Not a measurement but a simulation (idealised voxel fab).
process module | voxel quadruple lines
This is section cut - it's 230 nm across, gridded in 5 nm square cells.
A cross-section is a grid of square cells, given in bands from the top down. A band is one or more rows of cells.
Each band's line starts with the height of the band's top and of its bottom, in nm. Then come its materials from left to right, each with its width in nm. One material with "edge to edge" fills the band from edge to edge. "blank" is empty space.
We count height from 0. Below that, the starting wafer is all one material. The lowest band never ends at the bottom but goes on down; see "0 -> down" for how that is written.
When a width is written as two numbers, as in "30->40", the first number is the width in the top row of cells of the band and the second is the width in its bottom row, and the width changes by the same amount from each row to the next.
Step marked "no modifications"? Then no cell in the cross-section changed in it.
Closed empty spaces (no open way to the top) of 8 cells or more are what "Enclosed internal cavities" lists, each as width x height at distance from the left edge, nm for all three.
Anything after a step's settings on that line? It's the simulator's own note about the step.
Among the settings permitted on a step's line is "overlay nm"; applied to a step with a mask, it specifies the extent to which the mask lay to the right of its planned position, whereas a negative figure signifies a position to the left.
PLANNED STEP LIST FOR THE PROCESS
1) RECEIVE, material Si
2) CONFORMAL_DEP, material SiO2, thk nm 10
3) DIRECTIONAL_DEP, material Ru, thk nm 10
4) DIRECTIONAL_DEP, material polySi, thk nm 20
5) DIRECTIONAL_DEP, material aC, thk nm 20
6) PATTERN, tone cover, mask id MANDREL, material resist, width nm 35, pitch nm 100, thk nm 30, overlay nm 0
7) DIRECTIONAL_ETCH, etch materials aC, depth nm 20
8) STRIP, etch materials resist
9) CONFORMAL_DEP, material SiO2, thk nm 15
10) DIRECTIONAL_ETCH, etch materials SiO2, depth nm 15
11) STRIP, etch materials aC
12) DIRECTIONAL_ETCH, etch materials polySi, depth nm 20
13) STRIP, etch materials SiO2
14) CONFORMAL_DEP, material SiN, thk nm 10
15) DIRECTIONAL_ETCH, etch materials SiN, depth nm 10
16) STRIP, etch materials polySi
17) DIRECTIONAL_ETCH, etch materials Ru, depth nm 10
18) STRIP, etch materials SiN
AS RECEIVED (POST STEP 1): CROSS-SECTION
- 0 -> down  Si edge to edge
- Enclosed internal cavities: none
STARTING STRUCTURE AND PROCESS PLAN ARE AS SHOWN ABOVE, BUT ONE MISTAKE WAS MADE IN RUNNING THE MODULE; THE WAFER CROSS-SECTION AT THE END OF THE MODULE FOLLOWS
- 20 -> 10  aC edge to edge
- 10 -> 0  SiO2 edge to edge
- 0 -> down  Si edge to edge
- Enclosed internal cavities: none
Diagnosis: the process deviated at step 3: the operation and settings actually run there were DIRECTIONAL_DEP, material aC, thk nm 10
